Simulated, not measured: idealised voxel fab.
Name of the process module below: voxel ribs on slabs
The width of the displayed cross-section, cut, is 185 nm; its cells are square, with a size of 5 nm.
Cross-section format: a grid of square cells, given as bands from top to bottom; each band is one or more rows of cells. Look at the band entry: it leads with the top's height and the bottom's height in nm. Then it lists the materials left to right, with a width in nm for each. The word "throughout" on a single material says that material fills the band edge to edge. The word "air" is empty space. Ref level 0: as-received wafer is one material below here. Bottom band extends down with no lower bound ("0..down"). A two-number width, for instance "30 to 40", indicates that the width is equal to the first number in the top row of the band and to the second number in the bottom row, and that it changes by a constant amount per row of cells. When a step is marked "remains unaltered", none of the cells in the cross-section changed during that step. "Tabulated closed voids" means: voids of 8 cells or more that are shut off from the top with no open way through. Written width x height at distance, distance from the left edge, in nm. That trailing text on a step's line, after the settings, is the simulator's own remark on the step. A step line may carry the setting "overlay nm", which, for steps involving a mask, states the distance by which the mask lay to the right of its intended position; negative values denote displacement to the left.
Listed below are the process steps as planned:
1) RECEIVE,material Si
2) DIRECTIONAL_DEP,material SiO2,thk nm 30
3) DIRECTIONAL_DEP,material SiN,thk nm 20
4) MASKED_ETCH,tone cover,mask id RIB,width nm 15,etch materials SiN,depth nm 15,overlay nm 0
5) MASKED_ETCH,tone cover,mask id SLAB,width nm 65,etch materials SiN,depth nm 5,overlay nm 0
6) FILL_DEP,material SiO2,thk nm 20
7) CMP,height nm 60
8) DIRECTIONAL_DEP,material TiN,thk nm 10
9) MASKED_ETCH,tone cover,mask id HEATER,width nm 25,etch materials TiN,depth nm 10,overlay nm 0
10) CONFORMAL_DEP,material SiN,thk nm 5
The first of a set of two wafers, run to plan:
As-received wafer cross-section (after step 1):
> 0..down = Si throughout
> Tabulated closed voids: none
Wafer after step 2 (cross-section):
> 30..0 = SiO2 throughout
> All layers under 0 are left as they were.
Wafer after step 3 (cross-section):
> 50..30 = SiN throughout
> All layers under 30 are left as they were.
Wafer after step 4 (cross-section):
> 50..35 = 85 nm air | 15 nm SiN | 85 nm air
> All layers under 35 are left as they were.
Wafer after step 5 (cross-section):
> 50..35 = 85 nm air | 15 nm SiN | 85 nm air
> 35..30 = 60 nm air | 65 nm SiN | 60 nm air
> All layers under 30 are left as they were.
Wafer after step 6 (cross-section):
> 70..50 = SiO2 throughout
> 50..35 = 85 nm SiO2 | 15 nm SiN | 85 nm SiO2
> 35..30 = 60 nm SiO2 | 65 nm SiN | 60 nm SiO2
> All layers under 30 are left as they were.
Wafer after step 7 (cross-section):
> 60..50 = SiO2 throughout
> All layers under 50 are left as they were.
Wafer after step 8 (cross-section):
> 70..60 = TiN throughout
> All layers under 60 are left as they were.
Wafer after step 9 (cross-section):
> 70..60 = 80 nm air | 25 nm TiN | 80 nm air
> All layers under 60 are left as they were.
Wafer after step 10 (cross-section):
> 75..70 = 75 nm air | 35 nm SiN | 75 nm air
> 70..65 = 75 nm air | 5 nm SiN | 25 nm TiN | 5 nm SiN | 75 nm air
> 65..60 = 80 nm SiN | 25 nm TiN | 80 nm SiN
> All layers under 60 are left as they were.
Here the second wafer is described. Its start and its plan were those of the first wafer. Its run contained one mistake. Up to and including step 8, it did exactly what the first wafer did:
Cross-sectional representation of the second wafer at the time designated in the plan for the completion of step 9:
> 70..60 = 90 nm air | 25 nm TiN | 70 nm air
> All layers under 60 are left as they were.
Cross-sectional representation of the second wafer at the time designated in the plan for the completion of step 10:
> 75..70 = 85 nm air | 35 nm SiN | 65 nm air
> 70..65 = 85 nm air | 5 nm SiN | 25 nm TiN | 5 nm SiN | 65 nm air
> 65..60 = 90 nm SiN | 25 nm TiN | 70 nm SiN
> All layers under 60 are left as they were.
The mistake made against the process plan was this: step 9 off recipe, ran as MASKED_ETCH,tone cover,mask id HEATER,width nm 25,etch materials TiN,depth nm 10,overlay nm 10
The two final wafers agree on how many cells each material fills and disagree on which cells those are.
